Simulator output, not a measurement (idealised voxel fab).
process module | voxel wiring stack
cross-section cut | 265 nm wide | cells 5 nm
A cross-section is a grid of square cells, given in bands from the top down. A band is one or more rows of cells.
Each band's line starts with the height of the band's top and of its bottom, in nm. Then come its materials from left to right, each with its width in nm. One material with "throughout" fills the band from edge to edge. "air" is empty space.
Height 0 is the level under which the wafer as received is all one material. The lowest band goes on downwards, as in "0 down".
A width such as "30 to 40" changes by the same amount from each row of cells to the next, from the band's top row to its bottom row.
"no change" after a step means that no cell of the cross-section changed.
closed voids: empty space of 8 cells or more with no open way to the top, each as width x height at its distance from the left edge, in nm
after a step's settings: what the simulator itself notes on the step
overlay nm, on a step with a mask: how far to the right of its planned place the mask lay; to the left if negative
plan
1 op RECEIVE | material Si
2 op CONFORMAL_DEP | material SiO2 | thk nm 10
3 op CONFORMAL_DEP | material SiN | thk nm 5
4 op DIRECTIONAL_DEP | material lowk | thk nm 25
5 op MASKED_ETCH | tone open | mask id METAL_1 | width nm 20 | pitch nm 40 | etch materials lowk | depth nm 25 | overlay nm 0
6 op MASKED_ETCH | tone open | mask id METAL_1 | width nm 20 | pitch nm 40 | etch materials SiN | depth nm 5 | overlay nm 0
7 op CONFORMAL_DEP | material TiN | thk nm 5
8 op FILL_DEP | material W | thk nm 10
9 op CMP | height nm 40
10 op CONFORMAL_DEP | material SiCN | thk nm 5
11 op DIRECTIONAL_DEP | material lowk | thk nm 20
12 op PATTERN | tone open | mask id PLUG_1 | material resist | width nm 15 | thk nm 20 | overlay nm 0
13 op DIRECTIONAL_ETCH | etch materials lowk | depth nm 20
14 op DIRECTIONAL_ETCH | etch materials SiCN | depth nm 5
15 op STRIP | etch materials resist
16 op EPI | material Ru | thk nm 10
17 op EPI | material Ru | thk nm 10
18 op EPI | material Ru | thk nm 5
19 op DIRECTIONAL_DEP | material TiN | thk nm 5
20 op DIRECTIONAL_DEP | material Ru | thk nm 15
21 op PATTERN | tone cover | mask id METAL_2 | material resist | width nm 20 | pitch nm 40 | thk nm 15 | overlay nm 0
22 op DIRECTIONAL_ETCH | etch materials Ru | depth nm 15
23 op DIRECTIONAL_ETCH | etch materials TiN | depth nm 5
24 op STRIP | etch materials resist
25 op CONFORMAL_DEP | material SiN | thk nm 5
26 op FILL_DEP | material SiO2 | thk nm 10
27 op CMP | height nm 85
28 op CONFORMAL_DEP | material SiCN | thk nm 5
29 op DIRECTIONAL_DEP | material lowk | thk nm 15
30 op PATTERN | tone open | mask id PLUG_2 | material resist | width nm 15 | pitch nm 40 | thk nm 15 | overlay nm 0
31 op DIRECTIONAL_ETCH | etch materials lowk | depth nm 15
32 op DIRECTIONAL_ETCH | etch materials SiCN | depth nm 5
33 op STRIP | etch materials resist
34 op EPI | material Ru | thk nm 10
35 op EPI | material Ru | thk nm 10
36 op DIRECTIONAL_DEP | material TiN | thk nm 5
37 op DIRECTIONAL_DEP | material W | thk nm 25
38 op DIRECTIONAL_DEP | material aC | thk nm 10
39 op PATTERN | tone cover | mask id METAL_3 | material resist | width nm 20 | pitch nm 40 | thk nm 30 | overlay nm 0
40 op DIRECTIONAL_ETCH | etch materials aC | depth nm 10
41 op STRIP | etch materials resist
42 op DIRECTIONAL_ETCH | etch materials W | depth nm 25
43 op DIRECTIONAL_ETCH | etch materials TiN | depth nm 5
44 op STRIP | etch materials aC
45 op FILL_DEP | material SiO2 | thk nm 10
46 op CMP | height nm 135
47 op CONFORMAL_DEP | material SiCN | thk nm 5
first wafer, as planned
as received, after step 1
  0 down: Si throughout
  closed voids: none
after step 2
  10 to 0: SiO2 throughout
  below 0: unchanged
after step 3
  15 to 10: SiN throughout
  below 10: unchanged
after step 4
  40 to 15: lowk throughout
  below 15: unchanged
after step 5
  40 to 15: lowk 100 | air 20 | lowk 20 | air 20 | lowk 105
  below 15: unchanged
after step 6
  40 to 15: lowk 100 | air 20 | lowk 20 | air 20 | lowk 105
  15 to 10: SiN 100 | air 20 | SiN 20 | air 20 | SiN 105
  below 10: unchanged
after step 7
  45 to 40: TiN 105 | air 10 | TiN 30 | air 10 | TiN 110
  40 to 15: lowk 100 | TiN 5 | air 10 | TiN 5 | lowk 20 | TiN 5 | air 10 | TiN 5 | lowk 105
  15 to 10: SiN 100 | TiN 20 | SiN 20 | TiN 20 | SiN 105
  below 10: unchanged
after step 8
  55 to 45: W throughout
  45 to 40: TiN 105 | W 10 | TiN 30 | W 10 | TiN 110
  40 to 15: lowk 100 | TiN 5 | W 10 | TiN 5 | lowk 20 | TiN 5 | W 10 | TiN 5 | lowk 105
  below 15: unchanged
after step 9
  40 to 15: lowk 100 | TiN 5 | W 10 | TiN 5 | lowk 20 | TiN 5 | W 10 | TiN 5 | lowk 105
  below 15: unchanged
after step 10
  45 to 40: SiCN throughout
  below 40: unchanged
after step 11
  65 to 45: lowk throughout
  below 45: unchanged
after step 12
  85 to 65: resist 100 | air 15 | resist 150
  below 65: unchanged
after step 13
  85 to 65: resist 100 | air 15 | resist 150
  65 to 45: lowk 100 | air 15 | lowk 150
  below 45: unchanged
after step 14
  85 to 65: resist 100 | air 15 | resist 150
  65 to 45: lowk 100 | air 15 | lowk 150
  45 to 40: SiCN 100 | air 15 | SiCN 150
  below 40: unchanged
after step 15
  65 to 45: lowk 100 | air 15 | lowk 150
  below 45: unchanged
after step 16
  65 to 50: lowk 100 | air 15 | lowk 150
  50 to 45: lowk 100 | Ru 15 | lowk 150
  45 to 40: SiCN 100 | Ru 15 | SiCN 150
  below 40: unchanged
after step 17
  65 to 60: lowk 100 | air 15 | lowk 150
  60 to 45: lowk 100 | Ru 15 | lowk 150
  below 45: unchanged
after step 18
  65 to 45: lowk 100 | Ru 15 | lowk 150
  below 45: unchanged
after step 19
  70 to 65: TiN throughout
  below 65: unchanged
after step 20
  85 to 70: Ru throughout
  below 70: unchanged
after step 21
  100 to 85: air 100 | resist 20 | air 20 | resist 20 | air 105
  below 85: unchanged
after step 22
  100 to 85: air 100 | resist 20 | air 20 | resist 20 | air 105
  85 to 70: air 100 | Ru 20 | air 20 | Ru 20 | air 105
  below 70: unchanged
after step 23
  100 to 85: air 100 | resist 20 | air 20 | resist 20 | air 105
  85 to 70: air 100 | Ru 20 | air 20 | Ru 20 | air 105
  70 to 65: air 100 | TiN 20 | air 20 | TiN 20 | air 105
  below 65: unchanged
after step 24
  85 to 70: air 100 | Ru 20 | air 20 | Ru 20 | air 105
  below 70: unchanged
after step 25
  90 to 85: air 95 | SiN 30 | air 10 | SiN 30 | air 100
  85 to 70: air 95 | SiN 5 | Ru 20 | SiN 5 | air 10 | SiN 5 | Ru 20 | SiN 5 | air 100
  70 to 65: SiN 100 | TiN 20 | SiN 20 | TiN 20 | SiN 105
  below 65: unchanged
after step 26
  100 to 90: SiO2 throughout
  90 to 85: SiO2 95 | SiN 30 | SiO2 10 | SiN 30 | SiO2 100
  85 to 70: SiO2 95 | SiN 5 | Ru 20 | SiN 5 | SiO2 10 | SiN 5 | Ru 20 | SiN 5 | SiO2 100
  below 70: unchanged
after step 27
  85 to 70: SiO2 95 | SiN 5 | Ru 20 | SiN 5 | SiO2 10 | SiN 5 | Ru 20 | SiN 5 | SiO2 100
  below 70: unchanged
after step 28
  90 to 85: SiCN throughout
  below 85: unchanged
after step 29
  105 to 90: lowk throughout
  below 90: unchanged
after step 30
  120 to 105: resist 100 | air 15 | resist 25 | air 15 | resist 110
  below 105: unchanged
after step 31
  120 to 105: resist 100 | air 15 | resist 25 | air 15 | resist 110
  105 to 90: lowk 100 | air 15 | lowk 25 | air 15 | lowk 110
  below 90: unchanged
after step 32
  120 to 105: resist 100 | air 15 | resist 25 | air 15 | resist 110
  105 to 90: lowk 100 | air 15 | lowk 25 | air 15 | lowk 110
  90 to 85: SiCN 100 | air 15 | SiCN 25 | air 15 | SiCN 110
  below 85: unchanged
after step 33
  105 to 90: lowk 100 | air 15 | lowk 25 | air 15 | lowk 110
  below 90: unchanged
after step 34
  105 to 95: lowk 100 | air 15 | lowk 25 | air 15 | lowk 110
  95 to 90: lowk 100 | Ru 15 | lowk 25 | Ru 15 | lowk 110
  90 to 85: SiCN 100 | Ru 15 | SiCN 25 | Ru 15 | SiCN 110
  below 85: unchanged
after step 35
  105 to 90: lowk 100 | Ru 15 | lowk 25 | Ru 15 | lowk 110
  below 90: unchanged
after step 36
  110 to 105: TiN throughout
  below 105: unchanged
after step 37
  135 to 110: W throughout
  below 110: unchanged
after step 38
  145 to 135: aC throughout
  below 135: unchanged
after step 39
  175 to 145: air 100 | resist 20 | air 20 | resist 20 | air 105
  below 145: unchanged
after step 40
  165 to 145: air 100 | resist 20 | air 20 | resist 20 | air 105
  145 to 135: air 100 | aC 20 | air 20 | aC 20 | air 105
  below 135: unchanged
after step 41
  145 to 135: air 100 | aC 20 | air 20 | aC 20 | air 105
  below 135: unchanged
after step 42
  145 to 135: air 100 | aC 20 | air 20 | aC 20 | air 105
  135 to 110: air 100 | W 20 | air 20 | W 20 | air 105
  below 110: unchanged
after step 43
  145 to 135: air 100 | aC 20 | air 20 | aC 20 | air 105
  135 to 110: air 100 | W 20 | air 20 | W 20 | air 105
  110 to 105: air 100 | TiN 20 | air 20 | TiN 20 | air 105
  below 105: unchanged
after step 44
  135 to 110: air 100 | W 20 | air 20 | W 20 | air 105
  below 110: unchanged
after step 45
  145 to 135: SiO2 throughout
  135 to 110: SiO2 100 | W 20 | SiO2 20 | W 20 | SiO2 105
  110 to 105: SiO2 100 | TiN 20 | SiO2 20 | TiN 20 | SiO2 105
  below 105: unchanged
after step 46
  135 to 110: SiO2 100 | W 20 | SiO2 20 | W 20 | SiO2 105
  below 110: unchanged
after step 47
  140 to 135: SiCN throughout
  below 135: unchanged
second wafer: like start, like plan, one mistake. Through step 15 it matches the first wafer
when step 17 should have ended
  70 to 65: air 95 | Ru 25 | air 145
  65 to 45: lowk 100 | Ru 15 | lowk 150
  45 to 40: SiCN 100 | Ru 15 | SiCN 150
  below 40: unchanged
when step 18 should have ended
  75 to 65: air 90 | Ru 35 | air 140
  below 65: unchanged
when step 19 should have ended
  80 to 75: air 90 | TiN 35 | air 140
  75 to 70: air 90 | Ru 35 | air 140
  70 to 65: TiN 90 | Ru 35 | TiN 140
  below 65: unchanged
when step 20 should have ended
  95 to 85: air 90 | Ru 35 | air 140
  85 to 80: Ru throughout
  80 to 75: Ru 90 | TiN 35 | Ru 140
  75 to 70: Ru throughout
  below 70: unchanged
when step 21 should have ended
  110 to 95: air 100 | resist 20 | air 20 | resist 20 | air 105
  95 to 85: air 90 | Ru 35 | air 15 | resist 20 | air 105
  below 85: unchanged
when step 22 should have ended
  110 to 95: air 100 | resist 20 | air 20 | resist 20 | air 105
  95 to 85: air 100 | Ru 20 | air 20 | resist 20 | air 105
  85 to 80: air 100 | Ru 20 | air 20 | Ru 20 | air 105
  80 to 75: air 90 | TiN 35 | air 15 | Ru 20 | air 105
  75 to 70: air 90 | Ru 35 | air 15 | Ru 20 | air 105
  below 70: unchanged
when step 23 should have ended
  110 to 95: air 100 | resist 20 | air 20 | resist 20 | air 105
  95 to 85: air 100 | Ru 20 | air 20 | resist 20 | air 105
  85 to 80: air 100 | Ru 20 | air 20 | Ru 20 | air 105
  80 to 75: air 100 | TiN 20 | air 20 | Ru 20 | air 105
  75 to 70: air 90 | Ru 35 | air 15 | Ru 20 | air 105
  70 to 65: air 90 | Ru 35 | air 15 | TiN 20 | air 105
  below 65: unchanged
when step 24 should have ended
  95 to 85: air 100 | Ru 20 | air 145
  below 85: unchanged
when step 25 should have ended
  100 to 95: air 95 | SiN 30 | air 140
  95 to 90: air 95 | SiN 5 | Ru 20 | SiN 5 | air 140
  90 to 85: air 95 | SiN 5 | Ru 20 | SiN 5 | air 10 | SiN 30 | air 100
  85 to 80: air 95 | SiN 5 | Ru 20 | SiN 5 | air 10 | SiN 5 | Ru 20 | SiN 5 | air 100
  80 to 75: air 85 | SiN 15 | TiN 20 | SiN 10 | air 5 | SiN 5 | Ru 20 | SiN 5 | air 100
  75 to 70: air 85 | SiN 5 | Ru 35 | SiN 5 | air 5 | SiN 5 | Ru 20 | SiN 5 | air 100
  70 to 65: SiN 90 | Ru 35 | SiN 15 | TiN 20 | SiN 105
  below 65: unchanged
when step 26 should have ended
  110 to 100: SiO2 throughout
  100 to 95: SiO2 95 | SiN 30 | SiO2 140
  95 to 90: SiO2 95 | SiN 5 | Ru 20 | SiN 5 | SiO2 140
  90 to 85: SiO2 95 | SiN 5 | Ru 20 | SiN 5 | SiO2 10 | SiN 30 | SiO2 100
  85 to 80: SiO2 95 | SiN 5 | Ru 20 | SiN 5 | SiO2 10 | SiN 5 | Ru 20 | SiN 5 | SiO2 100
  80 to 75: SiO2 85 | SiN 15 | TiN 20 | SiN 10 | SiO2 5 | SiN 5 | Ru 20 | SiN 5 | SiO2 100
  75 to 70: SiO2 85 | SiN 5 | Ru 35 | SiN 5 | SiO2 5 | SiN 5 | Ru 20 | SiN 5 | SiO2 100
  below 70: unchanged
when step 27 should have ended
  85 to 80: SiO2 95 | SiN 5 | Ru 20 | SiN 5 | SiO2 10 | SiN 5 | Ru 20 | SiN 5 | SiO2 100
  below 80: unchanged
when step 28 should have ended
  90 to 85: SiCN throughout
  below 85: unchanged
when step 29 should have ended
  105 to 90: lowk throughout
  below 90: unchanged
when step 30 should have ended
  120 to 105: resist 100 | air 15 | resist 25 | air 15 | resist 110
  below 105: unchanged
when step 31 should have ended
  120 to 105: resist 100 | air 15 | resist 25 | air 15 | resist 110
  105 to 90: lowk 100 | air 15 | lowk 25 | air 15 | lowk 110
  below 90: unchanged
when step 32 should have ended
  120 to 105: resist 100 | air 15 | resist 25 | air 15 | resist 110
  105 to 90: lowk 100 | air 15 | lowk 25 | air 15 | lowk 110
  90 to 85: SiCN 100 | air 15 | SiCN 25 | air 15 | SiCN 110
  below 85: unchanged
when step 33 should have ended
  105 to 90: lowk 100 | air 15 | lowk 25 | air 15 | lowk 110
  below 90: unchanged
when step 34 should have ended
  105 to 95: lowk 100 | air 15 | lowk 25 | air 15 | lowk 110
  95 to 90: lowk 100 | Ru 15 | lowk 25 | Ru 15 | lowk 110
  90 to 85: SiCN 100 | Ru 15 | SiCN 25 | Ru 15 | SiCN 110
  below 85: unchanged
when step 35 should have ended
  105 to 90: lowk 100 | Ru 15 | lowk 25 | Ru 15 | lowk 110
  below 90: unchanged
when step 36 should have ended
  110 to 105: TiN throughout
  below 105: unchanged
when step 37 should have ended
  135 to 110: W throughout
  below 110: unchanged
when step 38 should have ended
  145 to 135: aC throughout
  below 135: unchanged
when step 39 should have ended
  175 to 145: air 100 | resist 20 | air 20 | resist 20 | air 105
  below 145: unchanged
when step 40 should have ended
  165 to 145: air 100 | resist 20 | air 20 | resist 20 | air 105
  145 to 135: air 100 | aC 20 | air 20 | aC 20 | air 105
  below 135: unchanged
when step 41 should have ended
  145 to 135: air 100 | aC 20 | air 20 | aC 20 | air 105
  below 135: unchanged
when step 42 should have ended
  145 to 135: air 100 | aC 20 | air 20 | aC 20 | air 105
  135 to 110: air 100 | W 20 | air 20 | W 20 | air 105
  below 110: unchanged
when step 43 should have ended
  145 to 135: air 100 | aC 20 | air 20 | aC 20 | air 105
  135 to 110: air 100 | W 20 | air 20 | W 20 | air 105
  110 to 105: air 100 | TiN 20 | air 20 | TiN 20 | air 105
  below 105: unchanged
when step 44 should have ended
  135 to 110: air 100 | W 20 | air 20 | W 20 | air 105
  below 110: unchanged
when step 45 should have ended
  145 to 135: SiO2 throughout
  135 to 110: SiO2 100 | W 20 | SiO2 20 | W 20 | SiO2 105
  110 to 105: SiO2 100 | TiN 20 | SiO2 20 | TiN 20 | SiO2 105
  below 105: unchanged
when step 46 should have ended
  135 to 110: SiO2 100 | W 20 | SiO2 20 | W 20 | SiO2 105
  below 110: unchanged
when step 47 should have ended
  140 to 135: SiCN throughout
  below 135: unchanged
what went wrong: one of the steps 16 and 17, which are alike, was run twice
at the end the second wafer has, in cells: 6 more of Ru | 6 fewer of SiO2
